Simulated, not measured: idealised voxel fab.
The following is a process module called voxel self aligned contacts.
The cross-section on display is named cut; it measures 150 nm wide, and its cells are 5 nm squares.
In this document a cross-section is written as a grid of square cells. It is given as a series of bands, listed from the top down, and a band is one or more rows of cells. Within each band entry, the heights of the top and of the bottom of the band appear first, in that order and in nm; the materials of the band then follow from left to right, each with its corresponding width in nm. The designation "full width" on a single material indicates that it fills the band from edge to edge; the designation "empty" indicates empty space. All heights in this document are referenced to 0, defined as the level beneath which the wafer, as received, consists entirely of one material. The lowest band is not bounded below; it extends indefinitely downward and is written in the form "0 -> down". The notation "30..40" denotes a width that varies across the rows of cells in the band, beginning at the first number in the top row, finishing at the second number in the bottom row, and changing by an identical amount from each row to the next. Step note "left unchanged" = no cross-section cell changed. So "closed voids" is basically the list of trapped voids: any empty space of 8 cells or more that can't reach the top through an opening. They're written width x height at distance, the distance being from the left edge, and it's all nm. That trailing text on a step's line, after the settings, is the simulator's own remark on the step. When a step includes a mask, the "overlay nm" setting on its line states how far to the right of its planned place that mask lay, and negative values state how far to the left.
**Process steps foreseen in the plan**
1 RECEIVE (material Si)
2 OXIDIZE (depth nm 5)
3 DIRECTIONAL_DEP (material polySi; thk nm 30)
4 DIRECTIONAL_DEP (material SiN; thk nm 20)
5 MASKED_ETCH (tone cover; mask id GATE; width nm 35; pitch nm 70; etch materials SiN; depth nm 20; overlay nm 0)
6 MASKED_ETCH (tone cover; mask id GATE; width nm 35; pitch nm 70; etch materials polySi; depth nm 30; overlay nm 0)
7 CONFORMAL_DEP (material SiN; thk nm 5)
8 DIRECTIONAL_ETCH (etch materials SiN; depth nm 5)
9 FILL_DEP (material SiO2; thk nm 15)
10 CMP (height nm 60)
11 PATTERN (tone open; mask id CONTACT; material resist; width nm 45; thk nm 20; overlay nm 0)
12 DIRECTIONAL_ETCH (etch materials SiO2; depth nm 65)
13 STRIP (etch materials resist)
14 CONFORMAL_DEP (material TiN; thk nm 5)
15 FILL_DEP (material Ru; thk nm 10)
16 CMP (height nm 60)
17 CONFORMAL_DEP (material SiN; thk nm 5)
**As received (post step 1): cross-section**
* 0 -> down: Si full width
* closed voids: none
**Cross-sectional view of the first of the two wafers upon completion of the module, processed in accordance with the plan**
* 65 -> 60: SiN full width
* 60 -> 50: 50 of SiO2, then 5..15 of TiN, then 35..15 of Ru, then 5..15 of TiN, then 55 of SiO2
* 50 -> 30: 15 of SiO2, then 45 of SiN, then 5 of TiN, then 15 of Ru, then 5 of TiN, then 45 of SiN, then 20 of SiO2
* 30 -> 0: 15 of SiO2, then 5 of SiN, then 35 of polySi, then 5 of SiN, then 5 of TiN, then 15 of Ru, then 5 of TiN, then 5 of SiN, then 35 of polySi, then 5 of SiN, then 20 of SiO2
* 0 -> -5: 60 of SiO2, then 25 of TiN, then 65 of SiO2
* -5 -> down: Si full width
* closed voids: none
**Cross-section, wafer two of two, end of module: same start and plan as wafer one, one error in execution**
* 65 -> 60: SiN full width
* 60 -> 30: 5 of SiO2, then 65 of SiN, then 5 of TiN, then 65 of SiN, then 10 of SiO2
* 30 -> 10: 5 of SiO2, then 15 of SiN, then 35 of polySi, then 15 of SiN, then 5 of TiN, then 15 of SiN, then 35 of polySi, then 15 of SiN, then 10 of SiO2
* 10 -> 0: 20 of SiN, then 35 of polySi, then 35 of SiN, then 35 of polySi, then 25 of SiN
* 0 -> -5: SiO2 full width
* -5 -> down: Si full width
* closed voids: none
The plan and the run diverged here: contrary to plan, step 7 was performed as CONFORMAL_DEP (material SiN; thk nm 15)
The second wafer ends with more or fewer cells of some materials than the first, per final count: 40 fewer of Ru; 140 more of SiN; 77 fewer of SiO2; 23 fewer of TiN
